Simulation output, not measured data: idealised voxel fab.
Process module heading - voxel air gaps
Each square cell in cross-section cut measures 5 nm, and the section as a whole is 230 nm wide.
Bands, listed from the top down, are how a cross-section gets written in this document; the cross-section itself is a grid of square cells, and a band is one or more rows of them. Band: top and bottom heights (nm) first, top before bottom; then materials from left to right, widths in nm. "full width" marks a sole material filling the band edge to edge. "air" denotes empty space. We count height from 0. Below that, the starting wafer is all one material. The lowest band never ends at the bottom but goes on down; see "0 and below" for how that is written. Read "30->40" as a graded width: first number on top, second number at the bottom, same change between each pair of neighbouring rows. Basically "nothing altered" means that step didn't change any cell in the cross-section. Each empty space that has no open way to the top and spans at least 8 cells appears under "Catalogued sealed voids" as width x height at distance, the distance counted from the left edge, all in nm. On each step's line, the part that comes after the settings is the simulator's own comment on the step. The optional step-line setting "overlay nm" applies to steps with a mask and quantifies how far to the right of its planned location the mask lay, a negative value indicating leftward placement.

**List of planned process steps**
1: RECEIVE,material Si
2: CONFORMAL_DEP,material SiO2,thk nm 10
3: CONFORMAL_DEP,material SiN,thk nm 5
4: DIRECTIONAL_DEP,material lowk,thk nm 40
5: DIRECTIONAL_DEP,material aC,thk nm 15
6: PATTERN,tone open,mask id LINES,material resist,width nm 20,pitch nm 45,thk nm 30,overlay nm 0
7: DIRECTIONAL_ETCH,etch materials aC,depth nm 15
8: STRIP,etch materials resist
9: DIRECTIONAL_ETCH,etch materials lowk,depth nm 40
10: STRIP,etch materials aC
11: CONFORMAL_DEP,material TiN,thk nm 5
12: FILL_DEP,material Cu,thk nm 5
13: CMP,height nm 55
14: EPI,material Ru,thk nm 10
15: SELECTIVE_ETCH,etch materials lowk,depth nm 50
16: CONFORMAL_DEP,material SiCN,thk nm 5

**First wafer, two in total, run as planned**

**As-received state of the wafer in cross-section, equivalent to post-step 1**
    0 and below  Si full width
    Catalogued sealed voids: none

**Cross-section of the wafer subsequent to step 2**
    10 down to 0  SiO2 full width
    All layers under 0 are left as they were.

**Cross-section of the wafer subsequent to step 3**
    15 down to 10  SiN full width
    All layers under 10 are left as they were.

**Cross-section of the wafer subsequent to step 4**
    55 down to 15  lowk full width
    All layers under 15 are left as they were.

**Cross-section of the wafer subsequent to step 5**
    70 down to 55  aC full width
    All layers under 55 are left as they were.

**Cross-section of the wafer subsequent to step 6**
    100 down to 70  resist: 60; air: 20; resist: 25; air: 20; resist: 25; air: 20; resist: 60
    All layers under 70 are left as they were.

**Cross-section of the wafer subsequent to step 7**
    85 down to 70  resist: 60; air: 20; resist: 25; air: 20; resist: 25; air: 20; resist: 60
    70 down to 55  aC: 60; air: 20; aC: 25; air: 20; aC: 25; air: 20; aC: 60
    All layers under 55 are left as they were.

**Cross-section of the wafer subsequent to step 8**
    70 down to 55  aC: 60; air: 20; aC: 25; air: 20; aC: 25; air: 20; aC: 60
    All layers under 55 are left as they were.

**Cross-section of the wafer subsequent to step 9**
    70 down to 55  aC: 60; air: 20; aC: 25; air: 20; aC: 25; air: 20; aC: 60
    55 down to 15  lowk: 60; air: 20; lowk: 25; air: 20; lowk: 25; air: 20; lowk: 60
    All layers under 15 are left as they were.

**Cross-section of the wafer subsequent to step 10**
    55 down to 15  lowk: 60; air: 20; lowk: 25; air: 20; lowk: 25; air: 20; lowk: 60
    All layers under 15 are left as they were.

**Cross-section of the wafer subsequent to step 11**
    60 down to 55  TiN: 65; air: 10; TiN: 35; air: 10; TiN: 35; air: 10; TiN: 65
    55 down to 20  lowk: 60; TiN: 5; air: 10; TiN: 5; lowk: 25; TiN: 5; air: 10; TiN: 5; lowk: 25; TiN: 5; air: 10; TiN: 5; lowk: 60
    20 down to 15  lowk: 60; TiN: 20; lowk: 25; TiN: 20; lowk: 25; TiN: 20; lowk: 60
    All layers under 15 are left as they were.

**Cross-section of the wafer subsequent to step 12**
    65 down to 60  Cu full width
    60 down to 55  TiN: 65; Cu: 10; TiN: 35; Cu: 10; TiN: 35; Cu: 10; TiN: 65
    55 down to 20  lowk: 60; TiN: 5; Cu: 10; TiN: 5; lowk: 25; TiN: 5; Cu: 10; TiN: 5; lowk: 25; TiN: 5; Cu: 10; TiN: 5; lowk: 60
    All layers under 20 are left as they were.

**Cross-section of the wafer subsequent to step 13**
    55 down to 20  lowk: 60; TiN: 5; Cu: 10; TiN: 5; lowk: 25; TiN: 5; Cu: 10; TiN: 5; lowk: 25; TiN: 5; Cu: 10; TiN: 5; lowk: 60
    All layers under 20 are left as they were.

**Cross-section of the wafer subsequent to step 14**
    65 down to 55  air: 50; Ru: 40; air: 5; Ru: 40; air: 5; Ru: 40; air: 50
    All layers under 55 are left as they were.

**Cross-section of the wafer subsequent to step 15**
    65 down to 55  air: 50; Ru: 40; air: 5; Ru: 40; air: 5; Ru: 40; air: 50
    55 down to 20  air: 60; TiN: 5; Cu: 10; TiN: 5; air: 25; TiN: 5; Cu: 10; TiN: 5; air: 25; TiN: 5; Cu: 10; TiN: 5; air: 60
    20 down to 15  air: 60; TiN: 20; air: 25; TiN: 20; air: 25; TiN: 20; air: 60
    All layers under 15 are left as they were.

**Cross-section of the wafer subsequent to step 16**
    70 down to 65  air: 45; SiCN: 140; air: 45
    65 down to 55  air: 45; SiCN: 5; Ru: 40; SiCN: 5; Ru: 40; SiCN: 5; Ru: 40; SiCN: 5; air: 45
    55 down to 50  air: 45; SiCN: 15; TiN: 5; Cu: 10; TiN: 5; SiCN: 25; TiN: 5; Cu: 10; TiN: 5; SiCN: 25; TiN: 5; Cu: 10; TiN: 5; SiCN: 15; air: 45
    50 down to 20  air: 55; SiCN: 5; TiN: 5; Cu: 10; TiN: 5; SiCN: 5; air: 15; SiCN: 5; TiN: 5; Cu: 10; TiN: 5; SiCN: 5; air: 15; SiCN: 5; TiN: 5; Cu: 10; TiN: 5; SiCN: 5; air: 55
    20 down to 15  SiCN: 60; TiN: 20; SiCN: 25; TiN: 20; SiCN: 25; TiN: 20; SiCN: 60
    All layers under 15 are left as they were.
    Catalogued sealed voids: 15 x 30 at 85; 15 x 30 at 130

**Wafer two. Same start, same plan, one slip in execution. Same as wafer one through step 5, inclusive**

**Cross-sectional view of the second wafer at the intended end time of process step 6**
    100 down to 70  air: 60; resist: 20; air: 25; resist: 20; air: 25; resist: 20; air: 60
    All layers under 70 are left as they were.

**Cross-sectional view of the second wafer at the intended end time of process step 7**
    85 down to 70  air: 60; resist: 20; air: 25; resist: 20; air: 25; resist: 20; air: 60
    70 down to 55  air: 60; aC: 20; air: 25; aC: 20; air: 25; aC: 20; air: 60
    All layers under 55 are left as they were.

**Cross-sectional view of the second wafer at the intended end time of process step 8**
    70 down to 55  air: 60; aC: 20; air: 25; aC: 20; air: 25; aC: 20; air: 60
    All layers under 55 are left as they were.

**Cross-sectional view of the second wafer at the intended end time of process step 9**
    70 down to 55  air: 60; aC: 20; air: 25; aC: 20; air: 25; aC: 20; air: 60
    55 down to 15  air: 60; lowk: 20; air: 25; lowk: 20; air: 25; lowk: 20; air: 60
    All layers under 15 are left as they were.

**Cross-sectional view of the second wafer at the intended end time of process step 10**
    55 down to 15  air: 60; lowk: 20; air: 25; lowk: 20; air: 25; lowk: 20; air: 60
    All layers under 15 are left as they were.

**Cross-sectional view of the second wafer at the intended end time of process step 11**
    60 down to 55  air: 55; TiN: 30; air: 15; TiN: 30; air: 15; TiN: 30; air: 55
    55 down to 20  air: 55; TiN: 5; lowk: 20; TiN: 5; air: 15; TiN: 5; lowk: 20; TiN: 5; air: 15; TiN: 5; lowk: 20; TiN: 5; air: 55
    20 down to 15  TiN: 60; lowk: 20; TiN: 25; lowk: 20; TiN: 25; lowk: 20; TiN: 60
    All layers under 15 are left as they were.

**Cross-sectional view of the second wafer at the intended end time of process step 12**
    65 down to 60  Cu full width
    60 down to 55  Cu: 55; TiN: 30; Cu: 15; TiN: 30; Cu: 15; TiN: 30; Cu: 55
    55 down to 20  Cu: 55; TiN: 5; lowk: 20; TiN: 5; Cu: 15; TiN: 5; lowk: 20; TiN: 5; Cu: 15; TiN: 5; lowk: 20; TiN: 5; Cu: 55
    All layers under 20 are left as they were.

**Cross-sectional view of the second wafer at the intended end time of process step 13**
    55 down to 20  Cu: 55; TiN: 5; lowk: 20; TiN: 5; Cu: 15; TiN: 5; lowk: 20; TiN: 5; Cu: 15; TiN: 5; lowk: 20; TiN: 5; Cu: 55
    All layers under 20 are left as they were.

**Cross-sectional view of the second wafer at the intended end time of process step 14**
    65 down to 55  Ru full width
    All layers under 55 are left as they were.

Cross-sectional view of the second wafer at the intended end time of process step 15: nothing altered

**Cross-sectional view of the second wafer at the intended end time of process step 16**
    70 down to 65  SiCN full width
    All layers under 65 are left as they were.
What was done differently from what was planned? step 6: run off-plan, actual operation and settings PATTERN,tone cover,mask id LINES,material resist,width nm 20,pitch nm 45,thk nm 30,overlay nm 0
In the final state, the cell counts of the second wafer exceed or fall short of those of the first for the following materials: Cu: 154 more; Ru: 44 more; SiCN: 76 fewer; TiN: 22 more; lowk: 96 more
Final observation: first wafer, 2 closed voids; second wafer, 0 closed voids.
